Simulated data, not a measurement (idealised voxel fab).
Herein follows the process module entitled voxel wiring stack.
The cross-section on display is named cut; it measures 240 nm wide, and its cells are 5 nm squares.
Cross-sections here: square-cell grids, written as top-down lists of bands, a band being one or more rows of cells.
Heads up on the band format: heights come first, top then bottom, in nm. After that it's the materials left to right, each with its width in nm. A single material flagged "all across" fills the whole band edge to edge, and "empty" means there's empty space there.
The reference from which all heights are counted is 0, the level beneath which the as-received wafer is entirely one material; the lowest band, having no lower bound, proceeds downward and is written after the example "0 and below".
The notation "30->40" denotes a width that varies across the rows of cells in the band, beginning at the first number in the top row, finishing at the second number in the bottom row, and changing by an identical amount from each row to the next.
Take "left unchanged" at face value: in the step it is given for, the cross-section changed in none of its cells.
The list in "Catalogued sealed voids" covers empty spaces of 8 cells or more that cannot reach the top through any open way, and it gives each as width x height at distance; the distance is from the left edge, and width, height and distance are in nm.
Read whatever lies past the settings on a step's line as the simulator's own remark about the step.
You can add "overlay nm" to a step's line. For a step with a mask, it describes how far the mask lay to the right of its planned position, and a negative number describes a lay to the left.
Read each pair as before and after one process step. The after cross-section shows only down to the lowest band that changed. The step between them and its settings are given below the pair. Pairs can come from different runs of this module on the same starting wafer. A pair continues from the pair above only where its "Ahead of processing" entry says so.

AHEAD OF PROCESSING
    0 and below  Si all across
    Catalogued sealed voids: none

SECTIONAL VIEW, POST-PROCESS
    15 down to 0  SiO2 all across
    Nothing below the height 0 has changed.
    Catalogued sealed voids: none
In between the cross-sections above, the run called for CONFORMAL_DEP [material SiO2] [thk nm 15]

Ahead of processing: the pre-step structure is the one depicted after the step in the pair just above.

SECTIONAL VIEW, POST-PROCESS
    20 down to 15  SiCN all across
    Nothing below the height 15 has changed.
    Catalogued sealed voids: none
In between the cross-sections above, the run called for CONFORMAL_DEP [material SiCN] [thk nm 5]

Ahead of processing: the pre-step structure is the one depicted after the step in the pair just above.

SECTIONAL VIEW, POST-PROCESS
    40 down to 20  lowk all across
    Nothing below the height 20 has changed.
    Catalogued sealed voids: none
In between the cross-sections above, the run called for DIRECTIONAL_DEP [material lowk] [thk nm 20]

Ahead of processing: the pre-step structure is the one depicted after the step in the pair just above.

SECTIONAL VIEW, POST-PROCESS
    55 down to 40  resist (65)  empty (20)  resist (25)  empty (20)  resist (25)  empty (20)  resist (65)
    Nothing below the height 40 has changed.
    Catalogued sealed voids: none
In between the cross-sections above, the run called for PATTERN [tone open] [mask id METAL_1] [material resist] [width nm 20] [pitch nm 45] [thk nm 15] [overlay nm 0]

Ahead of processing: the pre-step structure is the one depicted after the step in the pair just above.

SECTIONAL VIEW, POST-PROCESS
    55 down to 40  resist (65)  empty (20)  resist (25)  empty (20)  resist (25)  empty (20)  resist (65)
    40 down to 20  lowk (65)  empty (20)  lowk (25)  empty (20)  lowk (25)  empty (20)  lowk (65)
    Nothing below the height 20 has changed.
    Catalogued sealed voids: none
In between the cross-sections above, the run called for DIRECTIONAL_ETCH [etch materials lowk] [depth nm 20]

Ahead of processing: the pre-step structure is the one depicted after the step in the pair just above.

SECTIONAL VIEW, POST-PROCESS
    55 down to 40  resist (65)  empty (20)  resist (25)  empty (20)  resist (25)  empty (20)  resist (65)
    40 down to 20  lowk (65)  empty (20)  lowk (25)  empty (20)  lowk (25)  empty (20)  lowk (65)
    20 down to 15  SiCN (65)  empty (20)  SiCN (25)  empty (20)  SiCN (25)  empty (20)  SiCN (65)
    Nothing below the height 15 has changed.
    Catalogued sealed voids: none
In between the cross-sections above, the run called for DIRECTIONAL_ETCH [etch materials SiCN] [depth nm 5]

Ahead of processing: the pre-step structure is the one depicted after the step in the pair just above.

SECTIONAL VIEW, POST-PROCESS
    40 down to 20  lowk (65)  empty (20)  lowk (25)  empty (20)  lowk (25)  empty (20)  lowk (65)
    Nothing below the height 20 has changed.
    Catalogued sealed voids: none
In between the cross-sections above, the run called for STRIP [etch materials resist]

Ahead of processing: the pre-step structure is the one depicted after the step in the pair just above.

SECTIONAL VIEW, POST-PROCESS
    45 down to 40  TiN (70)  empty (10)  TiN (35)  empty (10)  TiN (35)  empty (10)  TiN (70)
    40 down to 20  lowk (65)  TiN (5)  empty (10)  TiN (5)  lowk (25)  TiN (5)  empty (10)  TiN (5)  lowk (25)  TiN (5)  empty (10)  TiN (5)  lowk (65)
    20 down to 15  SiCN (65)  TiN (20)  SiCN (25)  TiN (20)  SiCN (25)  TiN (20)  SiCN (65)
    Nothing below the height 15 has changed.
    Catalogued sealed voids: none
In between the cross-sections above, the run called for CONFORMAL_DEP [material TiN] [thk nm 5]

Ahead of processing: the pre-step structure is the one depicted after the step in the pair just above.

SECTIONAL VIEW, POST-PROCESS
    55 down to 45  Cu all across
    45 down to 40  TiN (70)  Cu (10)  TiN (35)  Cu (10)  TiN (35)  Cu (10)  TiN (70)
    40 down to 20  lowk (65)  TiN (5)  Cu (10)  TiN (5)  lowk (25)  TiN (5)  Cu (10)  TiN (5)  lowk (25)  TiN (5)  Cu (10)  TiN (5)  lowk (65)
    Nothing below the height 20 has changed.
    Catalogued sealed voids: none
In between the cross-sections above, the run called for FILL_DEP [material Cu] [thk nm 10]

Ahead of processing: the pre-step structure is the one depicted after the step in the pair just above.

SECTIONAL VIEW, POST-PROCESS
    40 down to 20  lowk (65)  TiN (5)  Cu (10)  TiN (5)  lowk (25)  TiN (5)  Cu (10)  TiN (5)  lowk (25)  TiN (5)  Cu (10)  TiN (5)  lowk (65)
    Nothing below the height 20 has changed.
    Catalogued sealed voids: none
In between the cross-sections above, the run called for CMP [height nm 40]

Ahead of processing: the pre-step structure is the one depicted after the step in the pair just above.

SECTIONAL VIEW, POST-PROCESS
    45 down to 40  empty (60)  Ru (30)  empty (15)  Ru (30)  empty (15)  Ru (30)  empty (60)
    Nothing below the height 40 has changed.
    Catalogued sealed voids: none
In between the cross-sections above, the run called for EPI [material Ru] [thk nm 5]

Ahead of processing: the pre-step structure is the one depicted after the step in the pair just above.

SECTIONAL VIEW, POST-PROCESS
    50 down to 45  SiCN all across
    45 down to 40  SiCN (60)  Ru (30)  SiCN (15)  Ru (30)  SiCN (15)  Ru (30)  SiCN (60)
    Nothing below the height 40 has changed.
    Catalogued sealed voids: none
In between the cross-sections above, the run called for FILL_DEP [material SiCN] [thk nm 5]

Ahead of processing: the pre-step structure is the one depicted after the step in the pair just above.

SECTIONAL VIEW, POST-PROCESS
    75 down to 50  SiO2 all across
    Nothing below the height 50 has changed.
    Catalogued sealed voids: none
In between the cross-sections above, the run called for DIRECTIONAL_DEP [material SiO2] [thk nm 25]

Ahead of processing: the pre-step structure is the one depicted after the step in the pair just above.

SECTIONAL VIEW, POST-PROCESS
    75 down to 60  SiO2 (65)  empty (20)  SiO2 (25)  empty (20)  SiO2 (25)  empty (20)  SiO2 (65)
    Nothing below the height 60 has changed.
    Catalogued sealed voids: none
In between the cross-sections above, the run called for MASKED_ETCH [tone open] [mask id METAL_2] [width nm 20] [pitch nm 45] [etch materials SiO2] [depth nm 15] [overlay nm 0]

Ahead of processing: the pre-step structure is the one depicted after the step in the pair just above.

SECTIONAL VIEW, POST-PROCESS
    95 down to 75  resist (65)  empty (15)  resist (30)  empty (15)  resist (30)  empty (15)  resist (70)
    75 down to 60  SiO2 (65)  empty (15)  resist (5)  SiO2 (25)  empty (15)  resist (5)  SiO2 (25)  empty (15)  resist (5)  SiO2 (65)
    Nothing below the height 60 has changed.
    Catalogued sealed voids: none
In between the cross-sections above, the run called for PATTERN [tone open] [mask id METAL_2_HOLES] [material resist] [width nm 15] [pitch nm 45] [thk nm 20] [overlay nm 0]

Ahead of processing: the pre-step structure is the one depicted after the step in the pair just above.

SECTIONAL VIEW, POST-PROCESS
    95 down to 75  resist (65)  empty (15)  resist (30)  empty (15)  resist (30)  empty (15)  resist (70)
    75 down to 60  SiO2 (65)  empty (15)  resist (5)  SiO2 (25)  empty (15)  resist (5)  SiO2 (25)  empty (15)  resist (5)  SiO2 (65)
    60 down to 50  SiO2 (65)  empty (15)  SiO2 (30)  empty (15)  SiO2 (30)  empty (15)  SiO2 (70)
    Nothing below the height 50 has changed.
    Catalogued sealed voids: none
In between the cross-sections above, the run called for DIRECTIONAL_ETCH [etch materials SiO2] [depth nm 10]

Ahead of processing: the pre-step structure is the one depicted after the step in the pair just above.

SECTIONAL VIEW, POST-PROCESS
    95 down to 75  resist (65)  empty (15)  resist (30)  empty (15)  resist (30)  empty (15)  resist (70)
    75 down to 60  SiO2 (65)  empty (15)  resist (5)  SiO2 (25)  empty (15)  resist (5)  SiO2 (25)  empty (15)  resist (5)  SiO2 (65)
    60 down to 50  SiO2 (65)  empty (15)  SiO2 (30)  empty (15)  SiO2 (30)  empty (15)  SiO2 (70)
    50 down to 45  SiCN (65)  empty (15)  SiCN (30)  empty (15)  SiCN (30)  empty (15)  SiCN (70)
    Nothing below the height 45 has changed.
    Catalogued sealed voids: none
In between the cross-sections above, the run called for DIRECTIONAL_ETCH [etch materials SiCN] [depth nm 5]

Ahead of processing: the pre-step structure is the one depicted after the step in the pair just above.

SECTIONAL VIEW, POST-PROCESS
    75 down to 60  SiO2 (65)  empty (20)  SiO2 (25)  empty (20)  SiO2 (25)  empty (20)  SiO2 (65)
    Nothing below the height 60 has changed.
    Catalogued sealed voids: none
In between the cross-sections above, the run called for STRIP [etch materials resist]

Ahead of processing: the pre-step structure is the one depicted after the step in the pair just above.

SECTIONAL VIEW, POST-PROCESS
    80 down to 75  TiN (70)  empty (10)  TiN (35)  empty (10)  TiN (35)  empty (10)  TiN (70)
    75 down to 65  SiO2 (65)  TiN (5)  empty (10)  TiN (5)  SiO2 (25)  TiN (5)  empty (10)  TiN (5)  SiO2 (25)  TiN (5)  empty (10)  TiN (5)  SiO2 (65)
    65 down to 60  SiO2 (65)  TiN (5)  empty (5)  TiN (10)  SiO2 (25)  TiN (5)  empty (5)  TiN (10)  SiO2 (25)  TiN (5)  empty (5)  TiN (10)  SiO2 (65)
    60 down to 50  SiO2 (65)  TiN (5)  empty (5)  TiN (5)  SiO2 (30)  TiN (5)  empty (5)  TiN (5)  SiO2 (30)  TiN (5)  empty (5)  TiN (5)  SiO2 (70)
    50 down to 45  SiCN (65)  TiN (15)  SiCN (30)  TiN (15)  SiCN (30)  TiN (15)  SiCN (70)
    Nothing below the height 45 has changed.
    Catalogued sealed voids: none
In between the cross-sections above, the run called for CONFORMAL_DEP [material TiN] [thk nm 5]

Ahead of processing: the pre-step structure is the one depicted after the step in the pair just above.

SECTIONAL VIEW, POST-PROCESS
    90 down to 80  Cu all across
    80 down to 75  TiN (70)  Cu (10)  TiN (35)  Cu (10)  TiN (35)  Cu (10)  TiN (70)
    75 down to 65  SiO2 (65)  TiN (5)  Cu (10)  TiN (5)  SiO2 (25)  TiN (5)  Cu (10)  TiN (5)  SiO2 (25)  TiN (5)  Cu (10)  TiN (5)  SiO2 (65)
    65 down to 60  SiO2 (65)  TiN (5)  Cu (5)  TiN (10)  SiO2 (25)  TiN (5)  Cu (5)  TiN (10)  SiO2 (25)  TiN (5)  Cu (5)  TiN (10)  SiO2 (65)
    60 down to 50  SiO2 (65)  TiN (5)  Cu (5)  TiN (5)  SiO2 (30)  TiN (5)  Cu (5)  TiN (5)  SiO2 (30)  TiN (5)  Cu (5)  TiN (5)  SiO2 (70)
    Nothing below the height 50 has changed.
    Catalogued sealed voids: none
In between the cross-sections above, the run called for FILL_DEP [material Cu] [thk nm 10]

Ahead of processing: the pre-step structure is the one depicted after the step in the pair just above.

SECTIONAL VIEW, POST-PROCESS
    75 down to 65  SiO2 (65)  TiN (5)  Cu (10)  TiN (5)  SiO2 (25)  TiN (5)  Cu (10)  TiN (5)  SiO2 (25)  TiN (5)  Cu (10)  TiN (5)  SiO2 (65)
    Nothing below the height 65 has changed.
    Catalogued sealed voids: none
In between the cross-sections above, the run called for CMP [height nm 75]

Ahead of processing: the pre-step structure is the one depicted after the step in the pair just above.

SECTIONAL VIEW, POST-PROCESS
    80 down to 75  SiCN all across
    Nothing below the height 75 has changed.
    Catalogued sealed voids: none
In between the cross-sections above, the run called for CONFORMAL_DEP [material SiCN] [thk nm 5]

Ahead of processing: the pre-step structure is the one depicted after the step in the pair just above.

SECTIONAL VIEW, POST-PROCESS
    110 down to 80  SiO2 all across
    Nothing below the height 80 has changed.
    Catalogued sealed voids: none
In between the cross-sections above, the run called for DIRECTIONAL_DEP [material SiO2] [thk nm 30]

Ahead of processing: the pre-step structure is the one depicted after the step in the pair just above.

SECTIONAL VIEW, POST-PROCESS
    130 down to 110  resist (65)  empty (20)  resist (25)  empty (20)  resist (25)  empty (20)  resist (65)
    Nothing below the height 110 has changed.
    Catalogued sealed voids: none
In between the cross-sections above, the run called for PATTERN [tone open] [mask id METAL_3] [material resist] [width nm 20] [pitch nm 45] [thk nm 20] [overlay nm 0]

Ahead of processing: the pre-step structure is the one depicted after the step in the pair just above.

SECTIONAL VIEW, POST-PROCESS
    130 down to 110  resist (65)  empty (20)  resist (25)  empty (20)  resist (25)  empty (20)  resist (65)
    110 down to 90  SiO2 (65)  empty (20)  SiO2 (25)  empty (20)  SiO2 (25)  empty (20)  SiO2 (65)
    Nothing below the height 90 has changed.
    Catalogued sealed voids: none
In between the cross-sections above, the run called for DIRECTIONAL_ETCH [etch materials SiO2] [depth nm 20]

Ahead of processing: the pre-step structure is the one depicted after the step in the pair just above.

SECTIONAL VIEW, POST-PROCESS
    110 down to 90  SiO2 (65)  empty (20)  SiO2 (25)  empty (20)  SiO2 (25)  empty (20)  SiO2 (65)
    Nothing below the height 90 has changed.
    Catalogued sealed voids: none
In between the cross-sections above, the run called for STRIP [etch materials resist]

Ahead of processing: the pre-step structure is the one depicted after the step in the pair just above.

SECTIONAL VIEW, POST-PROCESS
    110 down to 90  SiO2 (65)  empty (20)  SiO2 (25)  empty (20)  SiO2 (25)  empty (20)  SiO2 (65)
    90 down to 80  SiO2 (65)  empty (15)  SiO2 (30)  empty (15)  SiO2 (30)  empty (15)  SiO2 (70)
    Nothing below the height 80 has changed.
    Catalogued sealed voids: none
In between the cross-sections above, the run called for MASKED_ETCH [tone open] [mask id METAL_3_HOLES] [width nm 15] [pitch nm 45] [etch materials SiO2] [depth nm 10] [overlay nm 0]

Ahead of processing: the pre-step structure is the one depicted after the step in the pair just above.

SECTIONAL VIEW, POST-PROCESS
    110 down to 90  SiO2 (65)  empty (20)  SiO2 (25)  empty (20)  SiO2 (25)  empty (20)  SiO2 (65)
    90 down to 80  SiO2 (65)  empty (15)  SiO2 (30)  empty (15)  SiO2 (30)  empty (15)  SiO2 (70)
    80 down to 75  SiCN (65)  empty (15)  SiCN (30)  empty (15)  SiCN (30)  empty (15)  SiCN (70)
    Nothing below the height 75 has changed.
    Catalogued sealed voids: none
In between the cross-sections above, the run called for MASKED_ETCH [tone open] [mask id METAL_3_HOLES] [width nm 15] [pitch nm 45] [etch materials SiCN] [depth nm 5] [overlay nm 0]

Ahead of processing: the pre-step structure is the one depicted after the step in the pair just above.

SECTIONAL VIEW, POST-PROCESS
    115 down to 110  TiN (70)  empty (10)  TiN (35)  empty (10)  TiN (35)  empty (10)  TiN (70)
    110 down to 95  SiO2 (65)  TiN (5)  empty (10)  TiN (5)  SiO2 (25)  TiN (5)  empty (10)  TiN (5)  SiO2 (25)  TiN (5)  empty (10)  TiN (5)  SiO2 (65)
    95 down to 90  SiO2 (65)  TiN (5)  empty (5)  TiN (10)  SiO2 (25)  TiN (5)  empty (5)  TiN (10)  SiO2 (25)  TiN (5)  empty (5)  TiN (10)  SiO2 (65)
    90 down to 80  SiO2 (65)  TiN (5)  empty (5)  TiN (5)  SiO2 (30)  TiN (5)  empty (5)  TiN (5)  SiO2 (30)  TiN (5)  empty (5)  TiN (5)  SiO2 (70)
    80 down to 75  SiCN (65)  TiN (15)  SiCN (30)  TiN (15)  SiCN (30)  TiN (15)  SiCN (70)
    Nothing below the height 75 has changed.
    Catalogued sealed voids: none
In between the cross-sections above, the run called for CONFORMAL_DEP [material TiN] [thk nm 5]

Ahead of processing: the pre-step structure is the one depicted after the step in the pair just above.

SECTIONAL VIEW, POST-PROCESS
    125 down to 115  Cu all across
    115 down to 110  TiN (70)  Cu (10)  TiN (35)  Cu (10)  TiN (35)  Cu (10)  TiN (70)
    110 down to 95  SiO2 (65)  TiN (5)  Cu (10)  TiN (5)  SiO2 (25)  TiN (5)  Cu (10)  TiN (5)  SiO2 (25)  TiN (5)  Cu (10)  TiN (5)  SiO2 (65)
    95 down to 90  SiO2 (65)  TiN (5)  Cu (5)  TiN (10)  SiO2 (25)  TiN (5)  Cu (5)  TiN (10)  SiO2 (25)  TiN (5)  Cu (5)  TiN (10)  SiO2 (65)
    90 down to 80  SiO2 (65)  TiN (5)  Cu (5)  TiN (5)  SiO2 (30)  TiN (5)  Cu (5)  TiN (5)  SiO2 (30)  TiN (5)  Cu (5)  TiN (5)  SiO2 (70)
    Nothing below the height 80 has changed.
    Catalogued sealed voids: none
In between the cross-sections above, the run called for FILL_DEP [material Cu] [thk nm 10]

Ahead of processing: the pre-step structure is the one depicted after the step in the pair just above.

SECTIONAL VIEW, POST-PROCESS
    110 down to 95  SiO2 (65)  TiN (5)  Cu (10)  TiN (5)  SiO2 (25)  TiN (5)  Cu (10)  TiN (5)  SiO2 (25)  TiN (5)  Cu (10)  TiN (5)  SiO2 (65)
    Nothing below the height 95 has changed.
    Catalogued sealed voids: none
In between the cross-sections above, the run called for CMP [height nm 110]

Ahead of processing: the pre-step structure is the one depicted after the step in the pair just above.

SECTIONAL VIEW, POST-PROCESS
    115 down to 110  SiCN all across
    Nothing below the height 110 has changed.
    Catalogued sealed voids: none
In between the cross-sections above, the run called for CONFORMAL_DEP [material SiCN] [thk nm 5]

AHEAD OF PROCESSING
    125 down to 115  Cu all across
    115 down to 110  TiN (70)  Cu (10)  TiN (35)  Cu (10)  TiN (35)  Cu (10)  TiN (70)
    110 down to 95  SiO2 (65)  TiN (5)  Cu (10)  TiN (5)  SiO2 (25)  TiN (5)  Cu (10)  TiN (5)  SiO2 (25)  TiN (5)  Cu (10)  TiN (5)  SiO2 (65)
    95 down to 90  SiO2 (65)  TiN (5)  Cu (5)  TiN (10)  SiO2 (25)  TiN (5)  Cu (5)  TiN (10)  SiO2 (25)  TiN (5)  Cu (5)  TiN (10)  SiO2 (65)
    90 down to 80  SiO2 (65)  TiN (5)  Cu (5)  TiN (5)  SiO2 (30)  TiN (5)  Cu (5)  TiN (5)  SiO2 (30)  TiN (5)  Cu (5)  TiN (5)  SiO2 (70)
    80 down to 75  SiCN (65)  TiN (15)  SiCN (30)  TiN (15)  SiCN (30)  TiN (15)  SiCN (70)
    75 down to 65  SiO2 (65)  TiN (5)  Cu (10)  TiN (5)  SiO2 (25)  TiN (5)  Cu (10)  TiN (5)  SiO2 (25)  TiN (5)  Cu (10)  TiN (5)  SiO2 (65)
    65 down to 60  SiO2 (65)  TiN (5)  Cu (5)  TiN (10)  SiO2 (25)  TiN (5)  Cu (5)  TiN (10)  SiO2 (25)  TiN (5)  Cu (5)  TiN (10)  SiO2 (65)
    60 down to 50  SiO2 (65)  TiN (5)  Cu (5)  TiN (5)  SiO2 (30)  TiN (5)  Cu (5)  TiN (5)  SiO2 (30)  TiN (5)  Cu (5)  TiN (5)  SiO2 (70)
    50 down to 45  SiCN (65)  TiN (15)  SiCN (30)  TiN (15)  SiCN (30)  TiN (15)  SiCN (70)
    45 down to 40  SiCN (60)  Ru (30)  SiCN (15)  Ru (30)  SiCN (15)  Ru (30)  SiCN (60)
    40 down to 20  lowk (65)  TiN (5)  Cu (10)  TiN (5)  lowk (25)  TiN (5)  Cu (10)  TiN (5)  lowk (25)  TiN (5)  Cu (10)  TiN (5)  lowk (65)
    20 down to 15  SiCN (65)  TiN (20)  SiCN (25)  TiN (20)  SiCN (25)  TiN (20)  SiCN (65)
    15 down to 0  SiO2 all across
    0 and below  Si all across
    Catalogued sealed voids: none

SECTIONAL VIEW, POST-PROCESS
    130 down to 125  SiCN all across
    Nothing below the height 125 has changed.
    Catalogued sealed voids: none
In between the cross-sections above, the run called for CONFORMAL_DEP [material SiCN] [thk nm 5]

AHEAD OF PROCESSING
    110 down to 80  SiO2 all across
    80 down to 75  SiCN all across
    75 down to 65  SiO2 (65)  TiN (5)  Cu (10)  TiN (5)  SiO2 (25)  TiN (5)  Cu (10)  TiN (5)  SiO2 (25)  TiN (5)  Cu (10)  TiN (5)  SiO2 (65)
    65 down to 60  SiO2 (65)  TiN (5)  Cu (5)  TiN (10)  SiO2 (25)  TiN (5)  Cu (5)  TiN (10)  SiO2 (25)  TiN (5)  Cu (5)  TiN (10)  SiO2 (65)
    60 down to 50  SiO2 (65)  TiN (5)  Cu (5)  TiN (5)  SiO2 (30)  TiN (5)  Cu (5)  TiN (5)  SiO2 (30)  TiN (5)  Cu (5)  TiN (5)  SiO2 (70)
    50 down to 45  SiCN (65)  TiN (15)  SiCN (30)  TiN (15)  SiCN (30)  TiN (15)  SiCN (70)
    45 down to 40  SiCN (60)  Ru (30)  SiCN (15)  Ru (30)  SiCN (15)  Ru (30)  SiCN (60)
    40 down to 20  lowk (65)  TiN (5)  Cu (10)  TiN (5)  lowk (25)  TiN (5)  Cu (10)  TiN (5)  lowk (25)  TiN (5)  Cu (10)  TiN (5)  lowk (65)
    20 down to 15  SiCN (65)  TiN (20)  SiCN (25)  TiN (20)  SiCN (25)  TiN (20)  SiCN (65)
    15 down to 0  SiO2 all across
    0 and below  Si all across
    Catalogued sealed voids: none

SECTIONAL VIEW, POST-PROCESS
    140 down to 80  SiO2 all across
    Nothing below the height 80 has changed.
    Catalogued sealed voids: none
In between the cross-sections above, the run called for DIRECTIONAL_DEP [material SiO2] [thk nm 30]

Ahead of processing: the pre-step structure is the one depicted after the step in the pair just above.

SECTIONAL VIEW, POST-PROCESS
    160 down to 140  resist (65)  empty (20)  resist (25)  empty (20)  resist (25)  empty (20)  resist (65)
    Nothing below the height 140 has changed.
    Catalogued sealed voids: none
In between the cross-sections above, the run called for PATTERN [tone open] [mask id METAL_3] [material resist] [width nm 20] [pitch nm 45] [thk nm 20] [overlay nm 0]

Ahead of processing: the pre-step structure is the one depicted after the step in the pair just above.

SECTIONAL VIEW, POST-PROCESS
    160 down to 140  resist (65)  empty (20)  resist (25)  empty (20)  resist (25)  empty (20)  resist (65)
    140 down to 120  SiO2 (65)  empty (20)  SiO2 (25)  empty (20)  SiO2 (25)  empty (20)  SiO2 (65)
    Nothing below the height 120 has changed.
    Catalogued sealed voids: none
In between the cross-sections above, the run called for DIRECTIONAL_ETCH [etch materials SiO2] [depth nm 20]

Ahead of processing: the pre-step structure is the one depicted after the step in the pair just above.

SECTIONAL VIEW, POST-PROCESS
    140 down to 120  SiO2 (65)  empty (20)  SiO2 (25)  empty (20)  SiO2 (25)  empty (20)  SiO2 (65)
    Nothing below the height 120 has changed.
    Catalogued sealed voids: none
In between the cross-sections above, the run called for STRIP [etch materials resist]

Ahead of processing: the pre-step structure is the one depicted after the step in the pair just above.

SECTIONAL VIEW, POST-PROCESS
    140 down to 120  SiO2 (65)  empty (20)  SiO2 (25)  empty (20)  SiO2 (25)  empty (20)  SiO2 (65)
    120 down to 110  SiO2 (65)  empty (15)  SiO2 (30)  empty (15)  SiO2 (30)  empty (15)  SiO2 (70)
    Nothing below the height 110 has changed.
    Catalogued sealed voids: none
In between the cross-sections above, the run called for MASKED_ETCH [tone open] [mask id METAL_3_HOLES] [width nm 15] [pitch nm 45] [etch materials SiO2] [depth nm 10] [overlay nm 0]

Ahead of processing: the pre-step structure is the one depicted after the step in the pair just above.

SECTIONAL VIEW, POST-PROCESS
    145 down to 140  TiN (70)  empty (10)  TiN (35)  empty (10)  TiN (35)  empty (10)  TiN (70)
    140 down to 125  SiO2 (65)  TiN (5)  empty (10)  TiN (5)  SiO2 (25)  TiN (5)  empty (10)  TiN (5)  SiO2 (25)  TiN (5)  empty (10)  TiN (5)  SiO2 (65)
    125 down to 115  SiO2 (65)  TiN (5)  empty (5)  TiN (10->5)  SiO2 (25->30)  TiN (5)  empty (5)  TiN (10->5)  SiO2 (25->30)  TiN (5)  empty (5)  TiN (10->5)  SiO2 (65->70)
    115 down to 110  SiO2 (65)  TiN (15)  SiO2 (30)  TiN (15)  SiO2 (30)  TiN (15)  SiO2 (70)
    Nothing below the height 110 has changed.
    Catalogued sealed voids: none
In between the cross-sections above, the run called for CONFORMAL_DEP [material TiN] [thk nm 5]

Ahead of processing: the pre-step structure is the one depicted after the step in the pair just above.

SECTIONAL VIEW, POST-PROCESS
    155 down to 145  Cu all across
    145 down to 140  TiN (70)  Cu (10)  TiN (35)  Cu (10)  TiN (35)  Cu (10)  TiN (70)
    140 down to 125  SiO2 (65)  TiN (5)  Cu (10)  TiN (5)  SiO2 (25)  TiN (5)  Cu (10)  TiN (5)  SiO2 (25)  TiN (5)  Cu (10)  TiN (5)  SiO2 (65)
    125 down to 115  SiO2 (65)  TiN (5)  Cu (5)  TiN (10->5)  SiO2 (25->30)  TiN (5)  Cu (5)  TiN (10->5)  SiO2 (25->30)  TiN (5)  Cu (5)  TiN (10->5)  SiO2 (65->70)
    Nothing below the height 115 has changed.
    Catalogued sealed voids: none
In between the cross-sections above, the run called for FILL_DEP [material Cu] [thk nm 10]

Ahead of processing: the pre-step structure is the one depicted after the step in the pair just above.

SECTIONAL VIEW, POST-PROCESS
    110 down to 80  SiO2 all across
    Nothing below the height 80 has changed.
    Catalogued sealed voids: none
In between the cross-sections above, the run called for CMP [height nm 110]

Ahead of processing: the pre-step structure is the one depicted after the step in the pair just above.

SECTIONAL VIEW, POST-PROCESS
    115 down to 110  SiCN all across
    Nothing below the height 110 has changed.
    Catalogued sealed voids: none
In between the cross-sections above, the run called for CONFORMAL_DEP [material SiCN] [thk nm 5]

AHEAD OF PROCESSING
    15 down to 0  SiO2 all across
    0 and below  Si all across
    Catalogued sealed voids: none

SECTIONAL VIEW, POST-PROCESS
    35 down to 15  lowk all across
    Nothing below the height 15 has changed.
    Catalogued sealed voids: none
In between the cross-sections above, the run called for DIRECTIONAL_DEP [material lowk] [thk nm 20]

Ahead of processing: the pre-step structure is the one depicted after the step in the pair just above.

SECTIONAL VIEW, POST-PROCESS
    40 down to 35  SiCN all across
    Nothing below the height 35 has changed.
    Catalogued sealed voids: none
In between the cross-sections above, the run called for CONFORMAL_DEP [material SiCN] [thk nm 5]

Ahead of processing: the pre-step structure is the one depicted after the step in the pair just above.

SECTIONAL VIEW, POST-PROCESS
    55 down to 40  resist (65)  empty (20)  resist (25)  empty (20)  resist (25)  empty (20)  resist (65)
    Nothing below the height 40 has changed.
    Catalogued sealed voids: none
In between the cross-sections above, the run called for PATTERN [tone open] [mask id METAL_1] [material resist] [width nm 20] [pitch nm 45] [thk nm 15] [overlay nm 0]

Ahead of processing: the pre-step structure is the one depicted after the step in the pair just above.

SECTIONAL VIEW, POST-PROCESS
    55 down to 40  resist (65)  empty (20)  resist (25)  empty (20)  resist (25)  empty (20)  resist (65)
    40 down to 35  SiCN (65)  empty (20)  SiCN (25)  empty (20)  SiCN (25)  empty (20)  SiCN (65)
    Nothing below the height 35 has changed.
    Catalogued sealed voids: none
In between the cross-sections above, the run called for DIRECTIONAL_ETCH [etch materials SiCN] [depth nm 5]

Ahead of processing: the pre-step structure is the one depicted after the step in the pair just above.

SECTIONAL VIEW, POST-PROCESS
    40 down to 35  SiCN (65)  empty (20)  SiCN (25)  empty (20)  SiCN (25)  empty (20)  SiCN (65)
    Nothing below the height 35 has changed.
    Catalogued sealed voids: none
In between the cross-sections above, the run called for STRIP [etch materials resist]

Ahead of processing: the pre-step structure is the one depicted after the step in the pair just above.

SECTIONAL VIEW, POST-PROCESS
    45 down to 40  TiN (70)  empty (10)  TiN (35)  empty (10)  TiN (35)  empty (10)  TiN (70)
    40 down to 35  SiCN (65)  TiN (20)  SiCN (25)  TiN (20)  SiCN (25)  TiN (20)  SiCN (65)
    Nothing below the height 35 has changed.
    Catalogued sealed voids: none
In between the cross-sections above, the run called for CONFORMAL_DEP [material TiN] [thk nm 5]

Ahead of processing: the pre-step structure is the one depicted after the step in the pair just above.

SECTIONAL VIEW, POST-PROCESS
    55 down to 45  Cu all across
    45 down to 40  TiN (70)  Cu (10)  TiN (35)  Cu (10)  TiN (35)  Cu (10)  TiN (70)
    Nothing below the height 40 has changed.
    Catalogued sealed voids: none
In between the cross-sections above, the run called for FILL_DEP [material Cu] [thk nm 10]

Ahead of processing: the pre-step structure is the one depicted after the step in the pair just above.

SECTIONAL VIEW, POST-PROCESS
    40 down to 35  SiCN (65)  TiN (20)  SiCN (25)  TiN (20)  SiCN (25)  TiN (20)  SiCN (65)
    Nothing below the height 35 has changed.
    Catalogued sealed voids: none
In between the cross-sections above, the run called for CMP [height nm 40]

Ahead of processing: the pre-step structure is the one depicted after the step in the pair just above.

SECTIONAL VIEW, POST-PROCESS
    45 down to 40  empty (60)  Ru (30)  empty (15)  Ru (30)  empty (15)  Ru (30)  empty (60)
    Nothing below the height 40 has changed.
    Catalogued sealed voids: none
In between the cross-sections above, the run called for EPI [material Ru] [thk nm 5]

Ahead of processing: the pre-step structure is the one depicted after the step in the pair just above.

SECTIONAL VIEW, POST-PROCESS
    50 down to 45  SiCN all across
    45 down to 40  SiCN (60)  Ru (30)  SiCN (15)  Ru (30)  SiCN (15)  Ru (30)  SiCN (60)
    Nothing below the height 40 has changed.
    Catalogued sealed voids: none
In between the cross-sections above, the run called for FILL_DEP [material SiCN] [thk nm 5]

Ahead of processing: the pre-step structure is the one depicted after the step in the pair just above.

SECTIONAL VIEW, POST-PROCESS
    75 down to 50  SiO2 all across
    Nothing below the height 50 has changed.
    Catalogued sealed voids: none
In between the cross-sections above, the run called for DIRECTIONAL_DEP [material SiO2] [thk nm 25]

Ahead of processing: the pre-step structure is the one depicted after the step in the pair just above.

SECTIONAL VIEW, POST-PROCESS
    75 down to 60  SiO2 (65)  empty (20)  SiO2 (25)  empty (20)  SiO2 (25)  empty (20)  SiO2 (65)
    Nothing below the height 60 has changed.
    Catalogued sealed voids: none
In between the cross-sections above, the run called for MASKED_ETCH [tone open] [mask id METAL_2] [width nm 20] [pitch nm 45] [etch materials SiO2] [depth nm 15] [overlay nm 0]
